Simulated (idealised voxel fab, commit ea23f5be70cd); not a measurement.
The process module that follows is named voxel wiring stack.
Square cells of 5 nm make up the cross-section cut, whose width is 240 nm.
We lay out every cross-section as a grid of square cells and spell it out in bands from the top down, where one band means one or more rows of cells. Heights first: top, then bottom, in nm. Then materials, left to right, each with a width in nm. "all across" on a single material: fills the band edge to edge. "empty": empty space. Heights are expressed relative to 0, this being the level below which the as-received wafer comprises one material exclusively. The lowest band is unbounded in the downward direction and is denoted as in "0..down". The width entry "30..40" should be interpreted row by row: the top row of cells in the band takes the first number, the bottom row takes the second number, and the change between adjacent rows is uniform throughout. You'll sometimes find "remained the same" written for a step, and that's the way of saying that nowhere in the cross-section did a cell change during that step. "Listed closed voids" enumerates empty spaces isolated from the top, with no open way to it, that contain at least 8 cells, giving each as width x height at distance from the left edge, all three in nm. That trailing text on a step's line, after the settings, is the simulator's own remark on the step. For masked steps, "overlay nm" on the step line gives how far right of plan the mask actually lay; a minus sign means it lay to the left.

INTENDED PROCESS STEPS
- 1: RECEIVE,material Si
- 2: CONFORMAL_DEP,material SiO2,thk nm 10
- 3: DIRECTIONAL_DEP,material TiN,thk nm 5
- 4: DIRECTIONAL_DEP,material Ru,thk nm 15
- 5: DIRECTIONAL_DEP,material aC,thk nm 10
- 6: PATTERN,tone cover,mask id METAL_1,material resist,width nm 20,pitch nm 50,thk nm 30,overlay nm 0
- 7: DIRECTIONAL_ETCH,etch materials aC,depth nm 10
- 8: STRIP,etch materials resist
- 9: DIRECTIONAL_ETCH,etch materials Ru,depth nm 15
- 10: DIRECTIONAL_ETCH,etch materials TiN,depth nm 5
- 11: STRIP,etch materials aC
- 12: CONFORMAL_DEP,material SiN,thk nm 5
- 13: FILL_DEP,material SiO2,thk nm 10
- 14: CMP,height nm 30
- 15: CONFORMAL_DEP,material SiCN,thk nm 5
- 16: DIRECTIONAL_DEP,material lowk,thk nm 10
- 17: PATTERN,tone open,mask id PLUG_1,material resist,width nm 15,pitch nm 50,thk nm 15,overlay nm 0
- 18: DIRECTIONAL_ETCH,etch materials lowk,depth nm 10
- 19: DIRECTIONAL_ETCH,etch materials SiCN,depth nm 5
- 20: STRIP,etch materials resist
- 21: EPI,material Ru,thk nm 10
- 22: EPI,material Ru,thk nm 5
- 23: CONFORMAL_DEP,material SiN,thk nm 5
- 24: DIRECTIONAL_DEP,material SiO2,thk nm 20
- 25: PATTERN,tone open,mask id METAL_2,material resist,width nm 20,pitch nm 50,thk nm 15,overlay nm 0
- 26: DIRECTIONAL_ETCH,etch materials SiO2,depth nm 20
- 27: DIRECTIONAL_ETCH,etch materials SiN,depth nm 5
- 28: STRIP,etch materials resist
- 29: CONFORMAL_DEP,material TiN,thk nm 5
- 30: FILL_DEP,material Cu,thk nm 5
- 31: CMP,height nm 70
- 32: EPI,material Ru,thk nm 5
- 33: FILL_DEP,material SiCN,thk nm 5
- 34: DIRECTIONAL_DEP,material SiO2,thk nm 15
- 35: MASKED_ETCH,tone open,mask id PLUG_2,width nm 15,pitch nm 50,etch materials SiO2,depth nm 15,overlay nm 0
- 36: MASKED_ETCH,tone open,mask id PLUG_2,width nm 15,pitch nm 50,etch materials SiCN,depth nm 5,overlay nm 0
- 37: EPI,material Ru,thk nm 10
- 38: EPI,material Ru,thk nm 10
- 39: DIRECTIONAL_DEP,material TiN,thk nm 5
- 40: DIRECTIONAL_DEP,material Ru,thk nm 25
- 41: MASKED_ETCH,tone cover,mask id METAL_3,width nm 20,pitch nm 50,etch materials Ru,depth nm 25,overlay nm 0
- 42: MASKED_ETCH,tone cover,mask id METAL_3,width nm 20,pitch nm 50,etch materials TiN,depth nm 5,overlay nm 0
- 43: FILL_DEP,material lowk,thk nm 5
- 44: CMP,height nm 125
- 45: CONFORMAL_DEP,material SiN,thk nm 5

FIRST OUT OF TWO WAFERS; RUN WENT TO PLAN

CROSS-SECTION OF THE WAFER AT RECEIPT, WHICH IS THE CONDITION AFTER STEP 1
    0..down | Si all across
    Listed closed voids: none

YOU'RE LOOKING AT A CROSS-SECTION OF THE WAFER AFTER STEP 2
    10..0 | SiO2 all across
    Under the height 0 nothing was changed.

YOU'RE LOOKING AT A CROSS-SECTION OF THE WAFER AFTER STEP 3
    15..10 | TiN all across
    Under the height 10 nothing was changed.

YOU'RE LOOKING AT A CROSS-SECTION OF THE WAFER AFTER STEP 4
    30..15 | Ru all across
    Under the height 15 nothing was changed.

YOU'RE LOOKING AT A CROSS-SECTION OF THE WAFER AFTER STEP 5
    40..30 | aC all across
    Under the height 30 nothing was changed.

YOU'RE LOOKING AT A CROSS-SECTION OF THE WAFER AFTER STEP 6
    70..40 | 60 nm empty  20 nm resist  30 nm empty  20 nm resist  30 nm empty  20 nm resist  60 nm empty
    Under the height 40 nothing was changed.

YOU'RE LOOKING AT A CROSS-SECTION OF THE WAFER AFTER STEP 7
    60..40 | 60 nm empty  20 nm resist  30 nm empty  20 nm resist  30 nm empty  20 nm resist  60 nm empty
    40..30 | 60 nm empty  20 nm aC  30 nm empty  20 nm aC  30 nm empty  20 nm aC  60 nm empty
    Under the height 30 nothing was changed.

YOU'RE LOOKING AT A CROSS-SECTION OF THE WAFER AFTER STEP 8
    40..30 | 60 nm empty  20 nm aC  30 nm empty  20 nm aC  30 nm empty  20 nm aC  60 nm empty
    Under the height 30 nothing was changed.

YOU'RE LOOKING AT A CROSS-SECTION OF THE WAFER AFTER STEP 9
    40..30 | 60 nm empty  20 nm aC  30 nm empty  20 nm aC  30 nm empty  20 nm aC  60 nm empty
    30..15 | 60 nm empty  20 nm Ru  30 nm empty  20 nm Ru  30 nm empty  20 nm Ru  60 nm empty
    Under the height 15 nothing was changed.

YOU'RE LOOKING AT A CROSS-SECTION OF THE WAFER AFTER STEP 10
    40..30 | 60 nm empty  20 nm aC  30 nm empty  20 nm aC  30 nm empty  20 nm aC  60 nm empty
    30..15 | 60 nm empty  20 nm Ru  30 nm empty  20 nm Ru  30 nm empty  20 nm Ru  60 nm empty
    15..10 | 60 nm empty  20 nm TiN  30 nm empty  20 nm TiN  30 nm empty  20 nm TiN  60 nm empty
    Under the height 10 nothing was changed.

YOU'RE LOOKING AT A CROSS-SECTION OF THE WAFER AFTER STEP 11
    30..15 | 60 nm empty  20 nm Ru  30 nm empty  20 nm Ru  30 nm empty  20 nm Ru  60 nm empty
    Under the height 15 nothing was changed.

YOU'RE LOOKING AT A CROSS-SECTION OF THE WAFER AFTER STEP 12
    35..30 | 55 nm empty  30 nm SiN  20 nm empty  30 nm SiN  20 nm empty  30 nm SiN  55 nm empty
    30..15 | 55 nm empty  5 nm SiN  20 nm Ru  5 nm SiN  20 nm empty  5 nm SiN  20 nm Ru  5 nm SiN  20 nm empty  5 nm SiN  20 nm Ru  5 nm SiN  55 nm empty
    15..10 | 60 nm SiN  20 nm TiN  30 nm SiN  20 nm TiN  30 nm SiN  20 nm TiN  60 nm SiN
    Under the height 10 nothing was changed.

YOU'RE LOOKING AT A CROSS-SECTION OF THE WAFER AFTER STEP 13
    45..35 | SiO2 all across
    35..30 | 55 nm SiO2  30 nm SiN  20 nm SiO2  30 nm SiN  20 nm SiO2  30 nm SiN  55 nm SiO2
    30..15 | 55 nm SiO2  5 nm SiN  20 nm Ru  5 nm SiN  20 nm SiO2  5 nm SiN  20 nm Ru  5 nm SiN  20 nm SiO2  5 nm SiN  20 nm Ru  5 nm SiN  55 nm SiO2
    Under the height 15 nothing was changed.

YOU'RE LOOKING AT A CROSS-SECTION OF THE WAFER AFTER STEP 14
    30..15 | 55 nm SiO2  5 nm SiN  20 nm Ru  5 nm SiN  20 nm SiO2  5 nm SiN  20 nm Ru  5 nm SiN  20 nm SiO2  5 nm SiN  20 nm Ru  5 nm SiN  55 nm SiO2
    Under the height 15 nothing was changed.

YOU'RE LOOKING AT A CROSS-SECTION OF THE WAFER AFTER STEP 15
    35..30 | SiCN all across
    Under the height 30 nothing was changed.

YOU'RE LOOKING AT A CROSS-SECTION OF THE WAFER AFTER STEP 16
    45..35 | lowk all across
    Under the height 35 nothing was changed.

YOU'RE LOOKING AT A CROSS-SECTION OF THE WAFER AFTER STEP 17
    60..45 | 60 nm resist  15 nm empty  35 nm resist  15 nm empty  35 nm resist  15 nm empty  65 nm resist
    Under the height 45 nothing was changed.

YOU'RE LOOKING AT A CROSS-SECTION OF THE WAFER AFTER STEP 18
    60..45 | 60 nm resist  15 nm empty  35 nm resist  15 nm empty  35 nm resist  15 nm empty  65 nm resist
    45..35 | 60 nm lowk  15 nm empty  35 nm lowk  15 nm empty  35 nm lowk  15 nm empty  65 nm lowk
    Under the height 35 nothing was changed.

YOU'RE LOOKING AT A CROSS-SECTION OF THE WAFER AFTER STEP 19
    60..45 | 60 nm resist  15 nm empty  35 nm resist  15 nm empty  35 nm resist  15 nm empty  65 nm resist
    45..35 | 60 nm lowk  15 nm empty  35 nm lowk  15 nm empty  35 nm lowk  15 nm empty  65 nm lowk
    35..30 | 60 nm SiCN  15 nm empty  35 nm SiCN  15 nm empty  35 nm SiCN  15 nm empty  65 nm SiCN
    Under the height 30 nothing was changed.

YOU'RE LOOKING AT A CROSS-SECTION OF THE WAFER AFTER STEP 20
    45..35 | 60 nm lowk  15 nm empty  35 nm lowk  15 nm empty  35 nm lowk  15 nm empty  65 nm lowk
    Under the height 35 nothing was changed.

YOU'RE LOOKING AT A CROSS-SECTION OF THE WAFER AFTER STEP 21
    45..40 | 60 nm lowk  15 nm empty  35 nm lowk  15 nm empty  35 nm lowk  15 nm empty  65 nm lowk
    40..35 | 60 nm lowk  15 nm Ru  35 nm lowk  15 nm Ru  35 nm lowk  15 nm Ru  65 nm lowk
    35..30 | 60 nm SiCN  15 nm Ru  35 nm SiCN  15 nm Ru  35 nm SiCN  15 nm Ru  65 nm SiCN
    Under the height 30 nothing was changed.

YOU'RE LOOKING AT A CROSS-SECTION OF THE WAFER AFTER STEP 22
    45..35 | 60 nm lowk  15 nm Ru  35 nm lowk  15 nm Ru  35 nm lowk  15 nm Ru  65 nm lowk
    Under the height 35 nothing was changed.

YOU'RE LOOKING AT A CROSS-SECTION OF THE WAFER AFTER STEP 23
    50..45 | SiN all across
    Under the height 45 nothing was changed.

YOU'RE LOOKING AT A CROSS-SECTION OF THE WAFER AFTER STEP 24
    70..50 | SiO2 all across
    Under the height 50 nothing was changed.

YOU'RE LOOKING AT A CROSS-SECTION OF THE WAFER AFTER STEP 25
    85..70 | 60 nm resist  20 nm empty  30 nm resist  20 nm empty  30 nm resist  20 nm empty  60 nm resist
    Under the height 70 nothing was changed.

YOU'RE LOOKING AT A CROSS-SECTION OF THE WAFER AFTER STEP 26
    85..70 | 60 nm resist  20 nm empty  30 nm resist  20 nm empty  30 nm resist  20 nm empty  60 nm resist
    70..50 | 60 nm SiO2  20 nm empty  30 nm SiO2  20 nm empty  30 nm SiO2  20 nm empty  60 nm SiO2
    Under the height 50 nothing was changed.

YOU'RE LOOKING AT A CROSS-SECTION OF THE WAFER AFTER STEP 27
    85..70 | 60 nm resist  20 nm empty  30 nm resist  20 nm empty  30 nm resist  20 nm empty  60 nm resist
    70..50 | 60 nm SiO2  20 nm empty  30 nm SiO2  20 nm empty  30 nm SiO2  20 nm empty  60 nm SiO2
    50..45 | 60 nm SiN  20 nm empty  30 nm SiN  20 nm empty  30 nm SiN  20 nm empty  60 nm SiN
    Under the height 45 nothing was changed.

YOU'RE LOOKING AT A CROSS-SECTION OF THE WAFER AFTER STEP 28
    70..50 | 60 nm SiO2  20 nm empty  30 nm SiO2  20 nm empty  30 nm SiO2  20 nm empty  60 nm SiO2
    Under the height 50 nothing was changed.

YOU'RE LOOKING AT A CROSS-SECTION OF THE WAFER AFTER STEP 29
    75..70 | 65 nm TiN  10 nm empty  40 nm TiN  10 nm empty  40 nm TiN  10 nm empty  65 nm TiN
    70..50 | 60 nm SiO2  5 nm TiN  10 nm empty  5 nm TiN  30 nm SiO2  5 nm TiN  10 nm empty  5 nm TiN  30 nm SiO2  5 nm TiN  10 nm empty  5 nm TiN  60 nm SiO2
    50..45 | 60 nm SiN  20 nm TiN  30 nm SiN  20 nm TiN  30 nm SiN  20 nm TiN  60 nm SiN
    Under the height 45 nothing was changed.

YOU'RE LOOKING AT A CROSS-SECTION OF THE WAFER AFTER STEP 30
    80..75 | Cu all across
    75..70 | 65 nm TiN  10 nm Cu  40 nm TiN  10 nm Cu  40 nm TiN  10 nm Cu  65 nm TiN
    70..50 | 60 nm SiO2  5 nm TiN  10 nm Cu  5 nm TiN  30 nm SiO2  5 nm TiN  10 nm Cu  5 nm TiN  30 nm SiO2  5 nm TiN  10 nm Cu  5 nm TiN  60 nm SiO2
    Under the height 50 nothing was changed.

YOU'RE LOOKING AT A CROSS-SECTION OF THE WAFER AFTER STEP 31
    70..50 | 60 nm SiO2  5 nm TiN  10 nm Cu  5 nm TiN  30 nm SiO2  5 nm TiN  10 nm Cu  5 nm TiN  30 nm SiO2  5 nm TiN  10 nm Cu  5 nm TiN  60 nm SiO2
    Under the height 50 nothing was changed.

YOU'RE LOOKING AT A CROSS-SECTION OF THE WAFER AFTER STEP 32
    75..70 | 55 nm empty  30 nm Ru  20 nm empty  30 nm Ru  20 nm empty  30 nm Ru  55 nm empty
    Under the height 70 nothing was changed.

YOU'RE LOOKING AT A CROSS-SECTION OF THE WAFER AFTER STEP 33
    80..75 | SiCN all across
    75..70 | 55 nm SiCN  30 nm Ru  20 nm SiCN  30 nm Ru  20 nm SiCN  30 nm Ru  55 nm SiCN
    Under the height 70 nothing was changed.

YOU'RE LOOKING AT A CROSS-SECTION OF THE WAFER AFTER STEP 34
    95..80 | SiO2 all across
    Under the height 80 nothing was changed.

YOU'RE LOOKING AT A CROSS-SECTION OF THE WAFER AFTER STEP 35
    95..80 | 60 nm SiO2  15 nm empty  35 nm SiO2  15 nm empty  35 nm SiO2  15 nm empty  65 nm SiO2
    Under the height 80 nothing was changed.

YOU'RE LOOKING AT A CROSS-SECTION OF THE WAFER AFTER STEP 36
    95..80 | 60 nm SiO2  15 nm empty  35 nm SiO2  15 nm empty  35 nm SiO2  15 nm empty  65 nm SiO2
    80..75 | 60 nm SiCN  15 nm empty  35 nm SiCN  15 nm empty  35 nm SiCN  15 nm empty  65 nm SiCN
    Under the height 75 nothing was changed.

YOU'RE LOOKING AT A CROSS-SECTION OF THE WAFER AFTER STEP 37
    95..85 | 60 nm SiO2  15 nm empty  35 nm SiO2  15 nm empty  35 nm SiO2  15 nm empty  65 nm SiO2
    85..80 | 60 nm SiO2  15 nm Ru  35 nm SiO2  15 nm Ru  35 nm SiO2  15 nm Ru  65 nm SiO2
    80..70 | 60..55 nm SiCN  15..30 nm Ru  35..20 nm SiCN  15..30 nm Ru  35..20 nm SiCN  15..30 nm Ru  65..55 nm SiCN
    Under the height 70 nothing was changed.

YOU'RE LOOKING AT A CROSS-SECTION OF THE WAFER AFTER STEP 38
    95..80 | 60 nm SiO2  15 nm Ru  35 nm SiO2  15 nm Ru  35 nm SiO2  15 nm Ru  65 nm SiO2
    Under the height 80 nothing was changed.

YOU'RE LOOKING AT A CROSS-SECTION OF THE WAFER AFTER STEP 39
    100..95 | TiN all across
    Under the height 95 nothing was changed.

YOU'RE LOOKING AT A CROSS-SECTION OF THE WAFER AFTER STEP 40
    125..100 | Ru all across
    Under the height 100 nothing was changed.

YOU'RE LOOKING AT A CROSS-SECTION OF THE WAFER AFTER STEP 41
    125..100 | 60 nm empty  20 nm Ru  30 nm empty  20 nm Ru  30 nm empty  20 nm Ru  60 nm empty
    Under the height 100 nothing was changed.

YOU'RE LOOKING AT A CROSS-SECTION OF THE WAFER AFTER STEP 42
    125..100 | 60 nm empty  20 nm Ru  30 nm empty  20 nm Ru  30 nm empty  20 nm Ru  60 nm empty
    100..95 | 60 nm empty  20 nm TiN  30 nm empty  20 nm TiN  30 nm empty  20 nm TiN  60 nm empty
    Under the height 95 nothing was changed.

YOU'RE LOOKING AT A CROSS-SECTION OF THE WAFER AFTER STEP 43
    130..125 | lowk all across
    125..100 | 60 nm lowk  20 nm Ru  30 nm lowk  20 nm Ru  30 nm lowk  20 nm Ru  60 nm lowk
    100..95 | 60 nm lowk  20 nm TiN  30 nm lowk  20 nm TiN  30 nm lowk  20 nm TiN  60 nm lowk
    Under the height 95 nothing was changed.

YOU'RE LOOKING AT A CROSS-SECTION OF THE WAFER AFTER STEP 44
    125..100 | 60 nm lowk  20 nm Ru  30 nm lowk  20 nm Ru  30 nm lowk  20 nm Ru  60 nm lowk
    Under the height 100 nothing was changed.

YOU'RE LOOKING AT A CROSS-SECTION OF THE WAFER AFTER STEP 45
    130..125 | SiN all across
    Under the height 125 nothing was changed.

THE SECOND WAFER: IDENTICAL TO THE FIRST AT THE OUTSET AND IN ITS PLANNED SEQUENCE, DIFFERING ONLY IN THAT ONE MISTAKE WAS MADE DURING PROCESSING; UP TO AND INCLUDING STEP 32, ITS PATH IS THE FIRST WAFER'S PATH

when step 33 should have ended: remained the same

WHEN STEP 34 SHOULD HAVE ENDED
    90..85 | 55 nm empty  30 nm SiO2  20 nm empty  30 nm SiO2  20 nm empty  30 nm SiO2  55 nm empty
    85..75 | SiO2 all across
    75..70 | 55 nm SiO2  30 nm Ru  20 nm SiO2  30 nm Ru  20 nm SiO2  30 nm Ru  55 nm SiO2
    Under the height 70 nothing was changed.

WHEN STEP 35 SHOULD HAVE ENDED
    90..85 | 55 nm empty  5 nm SiO2  15 nm empty  10 nm SiO2  20 nm empty  5 nm SiO2  15 nm empty  10 nm SiO2  20 nm empty  5 nm SiO2  15 nm empty  10 nm SiO2  55 nm empty
    85..75 | 60 nm SiO2  15 nm empty  35 nm SiO2  15 nm empty  35 nm SiO2  15 nm empty  65 nm SiO2
    Under the height 75 nothing was changed.

when step 36 should have ended: remained the same

WHEN STEP 37 SHOULD HAVE ENDED
    90..85 | 55 nm empty  5 nm SiO2  15 nm empty  10 nm SiO2  20 nm empty  5 nm SiO2  15 nm empty  10 nm SiO2  20 nm empty  5 nm SiO2  15 nm empty  10 nm SiO2  55 nm empty
    85..75 | 60 nm SiO2  15 nm Ru  35 nm SiO2  15 nm Ru  35 nm SiO2  15 nm Ru  65 nm SiO2
    Under the height 75 nothing was changed.

WHEN STEP 38 SHOULD HAVE ENDED
    95..90 | 55 nm empty  25 nm Ru  25 nm empty  25 nm Ru  25 nm empty  25 nm Ru  60 nm empty
    90..85 | 55 nm empty  5 nm SiO2  15 nm Ru  10 nm SiO2  20 nm empty  5 nm SiO2  15 nm Ru  10 nm SiO2  20 nm empty  5 nm SiO2  15 nm Ru  10 nm SiO2  55 nm empty
    Under the height 85 nothing was changed.

WHEN STEP 39 SHOULD HAVE ENDED
    100..95 | 55 nm empty  25 nm TiN  25 nm empty  25 nm TiN  25 nm empty  25 nm TiN  60 nm empty
    95..90 | 55 nm empty  25 nm Ru  5 nm TiN  20 nm empty  25 nm Ru  5 nm TiN  20 nm empty  25 nm Ru  5 nm TiN  55 nm empty
    90..85 | 55 nm TiN  5 nm SiO2  15 nm Ru  10 nm SiO2  20 nm TiN  5 nm SiO2  15 nm Ru  10 nm SiO2  20 nm TiN  5 nm SiO2  15 nm Ru  10 nm SiO2  55 nm TiN
    Under the height 85 nothing was changed.

WHEN STEP 40 SHOULD HAVE ENDED
    125..115 | 55 nm empty  25..30 nm Ru  25..20 nm empty  25..30 nm Ru  25..20 nm empty  25..30 nm Ru  60..55 nm empty
    115..100 | Ru all across
    100..90 | 55..80 nm Ru  25..5 nm TiN  25..45 nm Ru  25..5 nm TiN  25..45 nm Ru  25..5 nm TiN  60..55 nm Ru
    Under the height 90 nothing was changed.

WHEN STEP 41 SHOULD HAVE ENDED
    125..100 | 60 nm empty  20 nm Ru  30 nm empty  20 nm Ru  30 nm empty  20 nm Ru  60 nm empty
    100..95 | 55 nm empty  25 nm TiN  25 nm empty  25 nm TiN  25 nm empty  25 nm TiN  60 nm empty
    95..90 | 55 nm empty  25 nm Ru  5 nm TiN  20 nm empty  25 nm Ru  5 nm TiN  20 nm empty  25 nm Ru  5 nm TiN  55 nm empty
    Under the height 90 nothing was changed.

WHEN STEP 42 SHOULD HAVE ENDED
    125..100 | 60 nm empty  20 nm Ru  30 nm empty  20 nm Ru  30 nm empty  20 nm Ru  60 nm empty
    100..95 | 60 nm empty  20 nm TiN  30 nm empty  20 nm TiN  30 nm empty  20 nm TiN  60 nm empty
    95..90 | 55 nm empty  25 nm Ru  25 nm empty  25 nm Ru  25 nm empty  25 nm Ru  60 nm empty
    90..85 | 55 nm empty  5 nm SiO2  15 nm Ru  10 nm SiO2  20 nm empty  5 nm SiO2  15 nm Ru  10 nm SiO2  20 nm empty  5 nm SiO2  15 nm Ru  10 nm SiO2  55 nm empty
    Under the height 85 nothing was changed.

WHEN STEP 43 SHOULD HAVE ENDED
    130..125 | lowk all across
    125..100 | 60 nm lowk  20 nm Ru  30 nm lowk  20 nm Ru  30 nm lowk  20 nm Ru  60 nm lowk
    100..95 | 60 nm lowk  20 nm TiN  30 nm lowk  20 nm TiN  30 nm lowk  20 nm TiN  60 nm lowk
    95..90 | 55 nm lowk  25 nm Ru  25 nm lowk  25 nm Ru  25 nm lowk  25 nm Ru  60 nm lowk
    90..85 | 55 nm lowk  5 nm SiO2  15 nm Ru  10 nm SiO2  20 nm lowk  5 nm SiO2  15 nm Ru  10 nm SiO2  20 nm lowk  5 nm SiO2  15 nm Ru  10 nm SiO2  55 nm lowk
    Under the height 85 nothing was changed.

WHEN STEP 44 SHOULD HAVE ENDED
    125..100 | 60 nm lowk  20 nm Ru  30 nm lowk  20 nm Ru  30 nm lowk  20 nm Ru  60 nm lowk
    Under the height 100 nothing was changed.

WHEN STEP 45 SHOULD HAVE ENDED
    130..125 | SiN all across
    Under the height 125 nothing was changed.
Heads up, the wafer didn't run the way we planned it: execution of step 33 of the plan did not take place, the step having been omitted
Wafer comparison, final, in cells, second relative to first, materials more or fewer: 6 more of Ru | 69 fewer of SiCN | 63 more of lowk
